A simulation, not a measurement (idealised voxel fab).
process module | voxel quadruple lines
cross-section cut | 245 nm wide | cells 5 nm
A cross-section is a grid of square cells, given in bands from the top down. A band is one or more rows of cells.
Each band's line starts with the height of the band's top and of its bottom, in nm. Then come its materials from left to right, each with its width in nm. One material with "throughout" fills the band from edge to edge. "air" is empty space.
Height 0 is the level under which the wafer as received is all one material. The lowest band goes on downwards, as in "0 down".
A width such as "30 to 40" changes by the same amount from each row of cells to the next, from the band's top row to its bottom row.
"no change" after a step means that no cell of the cross-section changed.
closed voids: empty space of 8 cells or more with no open way to the top, each as width x height at its distance from the left edge, in nm
after a step's settings: what the simulator itself notes on the step
overlay nm, on a step with a mask: how far to the right of its planned place the mask lay; to the left if negative
plan
1 op RECEIVE | material Si
2 op CONFORMAL_DEP | material Al2O3 | thk nm 10
3 op DIRECTIONAL_DEP | material TiN | thk nm 10
4 op DIRECTIONAL_DEP | material polySi | thk nm 15
5 op DIRECTIONAL_DEP | material aC | thk nm 25
6 op PATTERN | tone cover | mask id MANDREL | material resist | width nm 25 | pitch nm 80 | thk nm 35 | overlay nm 0
7 op DIRECTIONAL_ETCH | etch materials aC | depth nm 25
8 op STRIP | etch materials resist
9 op CONFORMAL_DEP | material SiO2 | thk nm 15
10 op DIRECTIONAL_ETCH | etch materials SiO2 | depth nm 15
11 op STRIP | etch materials aC
12 op DIRECTIONAL_ETCH | etch materials polySi | depth nm 15
13 op STRIP | etch materials SiO2
14 op CONFORMAL_DEP | material SiN | thk nm 5
15 op DIRECTIONAL_ETCH | etch materials SiN | depth nm 5
16 op STRIP | etch materials polySi
17 op DIRECTIONAL_ETCH | etch materials TiN | depth nm 5
18 op STRIP | etch materials SiN
varied across the wafers: depth nm of step 17. The plan shows the first wafer's value. All wafers start alike
first wafer as received, after step 1
  0 down: Si throughout
  closed voids: none
first wafer at the end, after step 18
  20 to 15: air 50 | TiN 5 | air 15 | TiN 5 | air 15 | TiN 5 | air 15 | TiN 5 | air 15 | TiN 5 | air 15 | TiN 5 | air 15 | TiN 5 | air 15 | TiN 5 | air 50
  15 to 10: TiN throughout
  10 to 0: Al2O3 throughout
  0 down: Si throughout
  closed voids: none
last wafer at the end
  20 to 10: air 50 | TiN 5 | air 15 | TiN 5 | air 15 | TiN 5 | air 15 | TiN 5 | air 15 | TiN 5 | air 15 | TiN 5 | air 15 | TiN 5 | air 15 | TiN 5 | air 50
  10 to 0: Al2O3 throughout
  0 down: Si throughout
  closed voids: none
each wafer at the end: cells of each material gained (+) or lost (-) since it was received, then its closed voids
depth nm 5 | +98 Al2O3 | +57 TiN | closed voids: none
depth nm 10 | +98 Al2O3 | +16 TiN | closed voids: none
depth nm 15 | +98 Al2O3 | +16 TiN | closed voids: none
depth nm 20 | +98 Al2O3 | +16 TiN | closed voids: none
depth nm 25 | +98 Al2O3 | +16 TiN | closed voids: none
